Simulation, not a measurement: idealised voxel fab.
Documented hereafter: the process module known as voxel trench capacitor.
Xsec cut, 295 nm wide, square cell size 5 nm.
A cross-section is a grid of square cells, given in bands from the top down. A band is one or more rows of cells. Top height, bottom height, nm. Materials left to right, width each, nm. Single material + "all across" = fills band edge to edge. "blank" = empty. Heights are measured from 0, the level below which the as-received wafer is all one material; the lowest band has no bottom and continues downward, written as in "0 down". Per-row width for "30->40": begins at first number (top row of band), ends at second number (bottom row), increment between rows held constant. Step note "everything unchanged" = no cross-section cell changed. Closed-off voids of 8+ cells (no open route to the top) go in "Enclosed void list", written width x height at distance from the left edge, in nm. after a step's settings: what the simulator itself notes on the step. Among the settings permitted on a step's line is "overlay nm"; applied to a step with a mask, it specifies the extent to which the mask lay to the right of its planned position, whereas a negative figure signifies a position to the left. Before/after cross-section pairs, one process step each; after shown to lowest changed band; step and settings beneath. Pairs may be from different runs of this module on the same starting wafer; a pair continues from the one above only where its "before" entry says so.
Before:
	20 to 15: polySi all across
	15 to 10: polySi (55); Al2O3 (30); polySi (20); Al2O3 (30); polySi (20); Al2O3 (30); polySi (20); Al2O3 (30); polySi (60)
	10 to 0: polySi (55); Al2O3 (5); SiN (20); Al2O3 (5); polySi (20); Al2O3 (5); SiN (20); Al2O3 (5); polySi (20); Al2O3 (5); SiN (20); Al2O3 (5); polySi (20); Al2O3 (5); SiN (20); Al2O3 (5); polySi (60)
	0 to -30: polySi (55); Al2O3 (5); Si (20); Al2O3 (5); polySi (20); Al2O3 (5); Si (20); Al2O3 (5); polySi (20); Al2O3 (5); Si (20); Al2O3 (5); polySi (20); Al2O3 (5); Si (20); Al2O3 (5); polySi (60)
	-30 to -35: Al2O3 (60); Si (20); Al2O3 (30); Si (20); Al2O3 (30); Si (20); Al2O3 (30); Si (20); Al2O3 (65)
	-35 down: Si all across
	Enclosed void list: none
As Processed:
	10 to 0: polySi (55); Al2O3 (5); SiN (20); Al2O3 (5); polySi (20); Al2O3 (5); SiN (20); Al2O3 (5); polySi (20); Al2O3 (5); SiN (20); Al2O3 (5); polySi (20); Al2O3 (5); SiN (20); Al2O3 (5); polySi (60)
	below 0: unchanged
	Enclosed void list: none
Which operation lies between the before and after views above? CMP,height nm 10
